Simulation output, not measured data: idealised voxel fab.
The process module that follows is named voxel tone inversion.
Displayed cross-section: cut, width of 175 nm, square cells sized 5 nm.
Think of the cross-section as a grid of square cells. We describe it in bands, top to bottom, and each band covers one or more rows of those cells. Per band: top height and bottom height in nm, followed by the left-to-right materials and their widths in nm; "everywhere" marks a single material spanning edge to edge, "air" marks empty space. Heights are expressed relative to 0, this being the level below which the as-received wafer comprises one material exclusively. The lowest band is unbounded in the downward direction and is denoted as in "0 and below". Graded width ("30..40"): value in top row of band = first number; value in bottom row = second number; row-to-row change constant. Take "nothing was modified" at face value: in the step it is given for, the cross-section changed in none of its cells. Completely sealed voids: empty space of 8 cells or more with no open way to the top, each as width x height at its distance from the left edge, in nm. Post-settings text on a step line: simulator's own remark regarding the step. "overlay nm", when on a step's line for a step with a mask, measures how far to the right of its planned place the mask lay; a negative measure means to the left.
# Intended process steps
1 RECEIVE,material Si
2 CONFORMAL_DEP,material SiCN,thk nm 5
3 DIRECTIONAL_DEP,material aC,thk nm 25
4 PATTERN,tone cover,mask id POSTS,material resist,width nm 20,pitch nm 40,thk nm 30,overlay nm 0
5 DIRECTIONAL_ETCH,etch materials aC,depth nm 25
6 STRIP,etch materials resist
7 FILL_DEP,material lowk,thk nm 5
8 CMP,height nm 30
9 STRIP,etch materials aC
# The following pertains to the first of two wafers, which was processed as planned
# Step 1 complete: cross-section of the wafer as received
> 0 and below | Si everywhere
> Completely sealed voids: none
# Sectional view: wafer, after step 2
> 5 down to 0 | SiCN everywhere
> For the remainder of the cross-section, below 0, there is no change.
# Sectional view: wafer, after step 3
> 30 down to 5 | aC everywhere
> For the remainder of the cross-section, below 5, there is no change.
# Sectional view: wafer, after step 4
> 60 down to 30 | 55 nm air  20 nm resist  20 nm air  20 nm resist  60 nm air
> For the remainder of the cross-section, below 30, there is no change.
# Sectional view: wafer, after step 5
> 35 down to 30 | 55 nm air  20 nm resist  20 nm air  20 nm resist  60 nm air
> 30 down to 5 | 55 nm air  20 nm aC  20 nm air  20 nm aC  60 nm air
> For the remainder of the cross-section, below 5, there is no change.
# Sectional view: wafer, after step 6
> 30 down to 5 | 55 nm air  20 nm aC  20 nm air  20 nm aC  60 nm air
> For the remainder of the cross-section, below 5, there is no change.
# Sectional view: wafer, after step 7
> 35 down to 30 | lowk everywhere
> 30 down to 5 | 55 nm lowk  20 nm aC  20 nm lowk  20 nm aC  60 nm lowk
> For the remainder of the cross-section, below 5, there is no change.
# Sectional view: wafer, after step 8
> 30 down to 5 | 55 nm lowk  20 nm aC  20 nm lowk  20 nm aC  60 nm lowk
> For the remainder of the cross-section, below 5, there is no change.
# Sectional view: wafer, after step 9
> 30 down to 5 | 55 nm lowk  20 nm air  20 nm lowk  20 nm air  60 nm lowk
> For the remainder of the cross-section, below 5, there is no change.
# Second of two: same start, same plan, one run error; steps up to and including 2 match the first
# The second wafer cut through, at the time step 3 was supposed to be finished
> 30 down to 0 | SiCN everywhere
> For the remainder of the cross-section, below 0, there is no change.
# The second wafer cut through, at the time step 4 was supposed to be finished
> 60 down to 30 | 55 nm air  20 nm resist  20 nm air  20 nm resist  60 nm air
> For the remainder of the cross-section, below 30, there is no change.
# The second wafer cut through, at the time step 5 was supposed to be finished
> 35 down to 30 | 55 nm air  20 nm resist  20 nm air  20 nm resist  60 nm air
> For the remainder of the cross-section, below 30, there is no change.
# The second wafer cut through, at the time step 6 was supposed to be finished
> 30 down to 0 | SiCN everywhere
> For the remainder of the cross-section, below 0, there is no change.
# The second wafer cut through, at the time step 7 was supposed to be finished
> 35 down to 30 | lowk everywhere
> For the remainder of the cross-section, below 30, there is no change.
# The second wafer cut through, at the time step 8 was supposed to be finished
> 30 down to 0 | SiCN everywhere
> For the remainder of the cross-section, below 0, there is no change.
The second wafer cut through, at the time step 9 was supposed to be finished: nothing was modified
So what did we get wrong on this run? step 3 was run on a setting that differed from the plan, and what really ran there is DIRECTIONAL_DEP,material SiCN,thk nm 25
Wafer comparison, final, in cells, second relative to first, materials more or fewer: SiCN: 175 more | lowk: 135 fewer
